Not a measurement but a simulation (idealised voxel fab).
This is a process module. Its name is voxel wiring stack.
Square cell edge 5 nm, section width 240 nm, ID cut.
How to read a cross-section here: the picture is a grid of square cells, written as bands going from the top down, and any band can span one or more rows of cells.
Heights first: top, then bottom, in nm. Then materials, left to right, each with a width in nm. "all across" on a single material: fills the band edge to edge. "air": empty space.
Basically, 0 is our baseline, since under it the wafer straight out of the box is all one material. The bottom band has no lower end and keeps on going down, so it looks like "0 nm and below".
Quick explanation for "30->40": the width changes in equal steps down the rows of cells, from the first number in the band's top row to the second number in its bottom row.
It should be understood that the words "no alterations made", when stated for a given step, signify that the cross-section underwent no change in any of its cells during that step.
If an empty space has no open way to the top and is at least 8 cells in size, "Entrapped void list" lists it, written width x height at distance, where distance is measured from the left edge and every value is in nm.
Step line, after settings: the simulator's comment on this step.
Steps that use a mask can have "overlay nm" on their line. It says how far the mask sat to the right of where it was meant to be. Negative means to the left.
-- Listed below are the process steps as planned
1: op RECEIVE | material Si
2: op CONFORMAL_DEP | material SiO2 | thk nm 10
3: op DIRECTIONAL_DEP | material TiN | thk nm 5
4: op DIRECTIONAL_DEP | material Ru | thk nm 15
5: op PATTERN | tone cover | mask id METAL_1 | material resist | width nm 20 | pitch nm 45 | thk nm 20 | overlay nm 0
6: op DIRECTIONAL_ETCH | etch materials Ru | depth nm 15
7: op DIRECTIONAL_ETCH | etch materials TiN | depth nm 5
8: op STRIP | etch materials resist
9: op FILL_DEP | material SiO2 | thk nm 10
10: op CMP | height nm 30
11: op CONFORMAL_DEP | material SiCN | thk nm 5
12: op DIRECTIONAL_DEP | material SiO2 | thk nm 25
13: op PATTERN | tone open | mask id METAL_2_HOLES | material resist | width nm 15 | pitch nm 45 | thk nm 20 | overlay nm 0
14: op DIRECTIONAL_ETCH | etch materials SiO2 | depth nm 25
15: op STRIP | etch materials resist
16: op DIRECTIONAL_DEP | material aC | thk nm 15
17: op PATTERN | tone open | mask id METAL_2 | material resist | width nm 20 | pitch nm 45 | thk nm 35 | overlay nm 0
18: op DIRECTIONAL_ETCH | etch materials aC | depth nm 15
19: op STRIP | etch materials resist
20: op DIRECTIONAL_ETCH | etch materials SiO2 | depth nm 15
21: op DIRECTIONAL_ETCH | etch materials SiCN | depth nm 5
22: op STRIP | etch materials aC
23: op CONFORMAL_DEP | material TiN | thk nm 5
24: op FILL_DEP | material Cu | thk nm 10
25: op CMP | height nm 60
26: op CONFORMAL_DEP | material SiCN | thk nm 5
27: op DIRECTIONAL_DEP | material SiO2 | thk nm 15
28: op DIRECTIONAL_DEP | material aC | thk nm 10
29: op PATTERN | tone open | mask id PLUG_2 | material resist | width nm 15 | pitch nm 90 | thk nm 25 | overlay nm 0
30: op DIRECTIONAL_ETCH | etch materials aC | depth nm 10
31: op STRIP | etch materials resist
32: op DIRECTIONAL_ETCH | etch materials SiO2 | depth nm 15
33: op DIRECTIONAL_ETCH | etch materials SiCN | depth nm 5
34: op STRIP | etch materials aC
35: op CONFORMAL_DEP | material TiN | thk nm 5
36: op FILL_DEP | material Ru | thk nm 10
37: op CMP | height nm 80
38: op CONFORMAL_DEP | material SiN | thk nm 5
39: op DIRECTIONAL_DEP | material SiO2 | thk nm 15
40: op PATTERN | tone open | mask id METAL_3 | material resist | width nm 20 | pitch nm 45 | thk nm 20 | overlay nm 0
41: op DIRECTIONAL_ETCH | etch materials SiO2 | depth nm 15
42: op DIRECTIONAL_ETCH | etch materials SiN | depth nm 5
43: op STRIP | etch materials resist
44: op CONFORMAL_DEP | material TiN | thk nm 5
45: op FILL_DEP | material Ru | thk nm 10
46: op CMP | height nm 100
47: op EPI | material Ru | thk nm 5
48: op FILL_DEP | material SiCN | thk nm 5
-- Shown in cross-section is the wafer as received, that is, as it stands after step 1
    0 nm and below | Si all across
    Entrapped void list: none
-- Cross-sectional image of the first of two wafers at the end of the module, the run having proceeded as planned
    110 nm to 105 nm | SiCN all across
    105 nm to 100 nm | 35 of SiCN, 30 of Ru, 15 of SiCN, 30 of Ru, 15 of SiCN, 30 of Ru, 15 of SiCN, 30 of Ru, 40 of SiCN
    100 nm to 85 nm | 40 of SiO2, 5 of TiN, 10 of Ru, 5 of TiN, 25 of SiO2, 5 of TiN, 10 of Ru, 5 of TiN, 25 of SiO2, 5 of TiN, 10 of Ru, 5 of TiN, 25 of SiO2, 5 of TiN, 10 of Ru, 5 of TiN, 45 of SiO2
    85 nm to 80 nm | 40 of SiN, 20 of TiN, 25 of SiN, 20 of TiN, 25 of SiN, 20 of TiN, 25 of SiN, 20 of TiN, 45 of SiN
    80 nm to 65 nm | 40 of SiO2, 5 of TiN, 5 of Ru, 5 of TiN, 75 of SiO2, 5 of TiN, 5 of Ru, 5 of TiN, 95 of SiO2
    65 nm to 60 nm | 40 of SiCN, 15 of TiN, 75 of SiCN, 15 of TiN, 95 of SiCN
    60 nm to 50 nm | 40 of SiO2, 5 of TiN, 10 of Cu, 5 of TiN, 25 of SiO2, 5 of TiN, 10 of Cu, 5 of TiN, 25 of SiO2, 5 of TiN, 10 of Cu, 5 of TiN, 25 of SiO2, 5 of TiN, 10 of Cu, 5 of TiN, 45 of SiO2
    50 nm to 45 nm | 40 of SiO2, 5 of TiN, 5 of Cu, 10 of TiN, 25 of SiO2, 5 of TiN, 5 of Cu, 10 of TiN, 25 of SiO2, 5 of TiN, 5 of Cu, 10 of TiN, 25 of SiO2, 5 of TiN, 5 of Cu, 10 of TiN, 45 of SiO2
    45 nm to 35 nm | 40 of SiO2, 5 of TiN, 5 of Cu, 5 of TiN, 30 of SiO2, 5 of TiN, 5 of Cu, 5 of TiN, 30 of SiO2, 5 of TiN, 5 of Cu, 5 of TiN, 30 of SiO2, 5 of TiN, 5 of Cu, 5 of TiN, 50 of SiO2
    35 nm to 30 nm | 40 of SiCN, 15 of TiN, 30 of SiCN, 15 of TiN, 30 of SiCN, 15 of TiN, 30 of SiCN, 15 of TiN, 50 of SiCN
    30 nm to 15 nm | 40 of SiO2, 20 of Ru, 25 of SiO2, 20 of Ru, 25 of SiO2, 20 of Ru, 25 of SiO2, 20 of Ru, 45 of SiO2
    15 nm to 10 nm | 40 of SiO2, 20 of TiN, 25 of SiO2, 20 of TiN, 25 of SiO2, 20 of TiN, 25 of SiO2, 20 of TiN, 45 of SiO2
    10 nm to 0 nm | SiO2 all across
    0 nm and below | Si all across
    Entrapped void list: none
-- Cross-sectional image of the second wafer of the two following completion of the module. Starting state and process plan were the same as for the first wafer; one execution error occurred
    110 nm to 105 nm | SiCN all across
    105 nm to 100 nm | 35 of SiCN, 30 of Ru, 15 of SiCN, 30 of Ru, 15 of SiCN, 30 of Ru, 15 of SiCN, 30 of Ru, 40 of SiCN
    100 nm to 85 nm | 40 of SiO2, 5 of TiN, 10 of Ru, 5 of TiN, 25 of SiO2, 5 of TiN, 10 of Ru, 5 of TiN, 25 of SiO2, 5 of TiN, 10 of Ru, 5 of TiN, 25 of SiO2, 5 of TiN, 10 of Ru, 5 of TiN, 45 of SiO2
    85 nm to 80 nm | 40 of SiN, 20 of TiN, 25 of SiN, 20 of TiN, 25 of SiN, 20 of TiN, 25 of SiN, 20 of TiN, 45 of SiN
    80 nm to 65 nm | 40 of SiO2, 5 of TiN, 5 of Ru, 5 of TiN, 75 of SiO2, 5 of TiN, 5 of Ru, 5 of TiN, 95 of SiO2
    65 nm to 60 nm | 40 of SiCN, 15 of TiN, 75 of SiCN, 15 of TiN, 95 of SiCN
    60 nm to 50 nm | 50 of Cu, 5 of TiN, 5 of SiO2, 5 of TiN, 30 of Cu, 5 of TiN, 5 of SiO2, 5 of TiN, 30 of Cu, 5 of TiN, 5 of SiO2, 5 of TiN, 30 of Cu, 5 of TiN, 5 of SiO2, 5 of TiN, 40 of Cu
    50 nm to 45 nm | 45 of TiN, 5 of Cu, 5 of TiN, 5 of SiO2, 30 of TiN, 5 of Cu, 5 of TiN, 5 of SiO2, 30 of TiN, 5 of Cu, 5 of TiN, 5 of SiO2, 30 of TiN, 5 of Cu, 5 of TiN, 5 of SiO2, 45 of TiN
    45 nm to 40 nm | 40 of SiO2, 5 of TiN, 5 of Cu, 5 of TiN, 30 of SiO2, 5 of TiN, 5 of Cu, 5 of TiN, 30 of SiO2, 5 of TiN, 5 of Cu, 5 of TiN, 30 of SiO2, 5 of TiN, 5 of Cu, 5 of TiN, 50 of SiO2
    40 nm to 35 nm | 40 of SiO2, 15 of TiN, 30 of SiO2, 15 of TiN, 30 of SiO2, 15 of TiN, 30 of SiO2, 15 of TiN, 50 of SiO2
    35 nm to 30 nm | SiCN all across
    30 nm to 15 nm | 40 of SiO2, 20 of Ru, 25 of SiO2, 20 of Ru, 25 of SiO2, 20 of Ru, 25 of SiO2, 20 of Ru, 45 of SiO2
    15 nm to 10 nm | 40 of SiO2, 20 of TiN, 25 of SiO2, 20 of TiN, 25 of SiO2, 20 of TiN, 25 of SiO2, 20 of TiN, 45 of SiO2
    10 nm to 0 nm | SiO2 all across
    0 nm and below | Si all across
    Entrapped void list: none
Which mistake was made when the wafer was run? step 17, actual vs plan mismatch, actual run op PATTERN | tone cover | mask id METAL_2 | material resist | width nm 20 | pitch nm 45 | thk nm 35 | overlay nm 0
It is noted that, at the conclusion of processing, the second wafer exhibits a higher or lower cell count for certain materials relative to the first: Cu: 52 more; SiCN: 12 more; SiO2: 84 fewer; TiN: 20 more
